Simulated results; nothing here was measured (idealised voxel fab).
The name of this process module is voxel lift off.
We display cut, a cross-section 170 nm in width whose square cells are each 5 nm.
How to read a cross-section here: the picture is a grid of square cells, written as bands going from the top down, and any band can span one or more rows of cells. In this notation a band is specified by the heights of its top and bottom, in that order and in nm, after which its materials appear from left to right, each paired with its width in nm. The word "all across" attached to a single material means that material fills the band from edge to edge; the word "blank" stands for empty space. Beneath 0, the wafer as received is one material, and that level is where height counting begins. The lowest band goes on downward without a bottom; it is written like "0 and below". Read "30..40" as a graded width: first number on top, second number at the bottom, same change between each pair of neighbouring rows. Where a step carries "identical to before", the cross-section came out of it unchanged, cell for cell. Any empty space of 8 cells or more lacking an open way to the top shows up in "Closed void listing" as width x height at distance, distance from the left edge, in nm. after a step's settings: what the simulator itself notes on the step. Each step line may optionally specify "overlay nm", which for a step with a mask gives the rightward distance between the mask's planned place and where it lay, a negative value indicating the leftward direction.
List of planned process steps:
1 RECEIVE,material Si
2 CONFORMAL_DEP,material SiO2,thk nm 5
3 PATTERN,tone open,mask id LINES,material resist,width nm 30,pitch nm 60,thk nm 25,overlay nm 0
4 DIRECTIONAL_DEP,material Ru,thk nm 15
5 STRIP,etch materials resist
6 CONFORMAL_DEP,material SiCN,thk nm 5
The first wafer of two, processed as planned:
Cross-section of the incoming wafer, state after step 1:
    0 and below: Si all across
    Closed void listing: none
The following cross-section depicts the wafer upon completion of step 2:
    5 down to 0: SiO2 all across
    Nothing below the height 0 has changed.
The following cross-section depicts the wafer upon completion of step 3:
    30 down to 5: 40 resist  30 blank  30 resist  30 blank  40 resist
    Nothing below the height 5 has changed.
The following cross-section depicts the wafer upon completion of step 4:
    45 down to 30: 40 Ru  30 blank  30 Ru  30 blank  40 Ru
    30 down to 20: 40 resist  30 blank  30 resist  30 blank  40 resist
    20 down to 5: 40 resist  30 Ru  30 resist  30 Ru  40 resist
    Nothing below the height 5 has changed.
The following cross-section depicts the wafer upon completion of step 5:
    20 down to 5: 40 blank  30 Ru  30 blank  30 Ru  40 blank
    Nothing below the height 5 has changed.
The following cross-section depicts the wafer upon completion of step 6:
    25 down to 20: 35 blank  40 SiCN  20 blank  40 SiCN  35 blank
    20 down to 10: 35 blank  5 SiCN  30 Ru  5 SiCN  20 blank  5 SiCN  30 Ru  5 SiCN  35 blank
    10 down to 5: 40 SiCN  30 Ru  30 SiCN  30 Ru  40 SiCN
    Nothing below the height 5 has changed.
Okay, second wafer. Nothing different at the start, nothing different in the plan, just one mistake somewhere in the running. As far as step 4, counting that step, it's the first wafer all over again:
Second wafer, cross-section, planned end of step 5:
    20 down to 5: 40 blank  30 Ru  30 blank  30 Ru  40 blank
    Nothing below the height 5 has changed.
Second wafer, cross-section, planned end of step 6:
    25 down to 20: 35 blank  40 SiCN  20 blank  40 SiCN  35 blank
    20 down to 10: 35 blank  5 SiCN  30 Ru  5 SiCN  20 blank  5 SiCN  30 Ru  5 SiCN  35 blank
    10 down to 5: 40 SiCN  30 Ru  30 SiCN  30 Ru  40 SiCN
    Nothing below the height 5 has changed.
So what did we get wrong on this run? twice over, step 5 of the plan was run
Final cross-sections of the two wafers are identical, so the mistake has no effect on what this model computes.
